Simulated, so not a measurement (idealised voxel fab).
Presented below is a process module, voxel self aligned vias.
Pictured: cross-section cut, 225 nm wide, on a grid of 5 nm square cells.
How to read a cross-section here: the picture is a grid of square cells, written as bands going from the top down, and any band can span one or more rows of cells.
Top height, bottom height, nm. Materials left to right, width each, nm. Single material + "everywhere" = fills band edge to edge. "blank" = empty.
Zero point of the height axis is 0; under it, received wafer = one material. Lowest band: continues down indefinitely, "from 0 down".
Width: "30->40" (first number = top row, second number = bottom row, same change from row to row of cells).
Where a step carries "same as before", the cross-section came out of it unchanged, cell for cell.
Completely sealed voids: empty space of 8 cells or more with no open way to the top, each as width x height at its distance from the left edge, in nm
Note: text after step settings on the step line = simulator remark on that step.
overlay nm: step with mask; distance mask lay right of planned place; negative value = left of planned place.

Set out below are the planned steps of the process:
1: RECEIVE [material Si]
2: CONFORMAL_DEP [material SiO2] [thk nm 15]
3: CONFORMAL_DEP [material SiCN] [thk nm 5]
4: DIRECTIONAL_DEP [material SiO2] [thk nm 20]
5: DIRECTIONAL_DEP [material aC] [thk nm 10]
6: PATTERN [tone open] [mask id LINES] [material resist] [width nm 20] [pitch nm 45] [thk nm 30] [overlay nm 0]
7: DIRECTIONAL_ETCH [etch materials aC] [depth nm 10]
8: STRIP [etch materials resist]
9: DIRECTIONAL_ETCH [etch materials SiO2] [depth nm 20]
10: STRIP [etch materials aC]
11: CONFORMAL_DEP [material TiN] [thk nm 5]
12: FILL_DEP [material Ru] [thk nm 5]
13: CMP [height nm 40]
14: SELECTIVE_ETCH [etch materials W Ru TiN] [depth nm 10]
15: FILL_DEP [material SiN] [thk nm 10]
16: CMP [height nm 40]
17: DIRECTIONAL_DEP [material SiO2] [thk nm 20]
18: MASKED_ETCH [tone open] [mask id VIAS] [width nm 30] [pitch nm 90] [etch materials SiO2] [depth nm 20] [overlay nm 0]
19: MASKED_ETCH [tone open] [mask id VIAS] [width nm 30] [pitch nm 90] [etch materials SiN] [depth nm 10] [overlay nm 0]
20: CONFORMAL_DEP [material TiN] [thk nm 5]
21: FILL_DEP [material W] [thk nm 10]
22: CMP [height nm 60]
23: CONFORMAL_DEP [material SiCN] [thk nm 5]

Received-state cross-section, reflecting completion of step 1:
	from 0 down = Si everywhere
	Completely sealed voids: none

This is how the wafer looks in cross-section once the module is done, given the starting state and plan above and one mistake in carrying the plan out:
	from 65 to 60 = SiCN everywhere
	from 60 to 40 = SiO2 50, TiN 5, W 20, TiN 5, SiO2 60, TiN 5, W 20, TiN 5, SiO2 55
	from 40 to 35 = SiO2 50, TiN 5, W 20, TiN 5, SiO2 20, SiN 20, SiO2 20, TiN 5, W 20, TiN 5, SiO2 55
	from 35 to 30 = SiO2 50, TiN 30, SiO2 20, SiN 20, SiO2 20, TiN 30, SiO2 55
	from 30 to 25 = SiO2 55, TiN 5, Ru 10, TiN 5, SiO2 25, TiN 5, Ru 10, TiN 5, SiO2 25, TiN 5, Ru 10, TiN 5, SiO2 60
	from 25 to 20 = SiO2 55, TiN 20, SiO2 25, TiN 20, SiO2 25, TiN 20, SiO2 60
	from 20 to 15 = SiCN everywhere
	from 15 to 0 = SiO2 everywhere
	from 0 down = Si everywhere
	Completely sealed voids: none
What was the processing mistake? rather than as planned, step 18 actually ran as MASKED_ETCH [tone open] [mask id VIAS] [width nm 30] [pitch nm 90] [etch materials SiO2] [depth nm 30] [overlay nm 0]
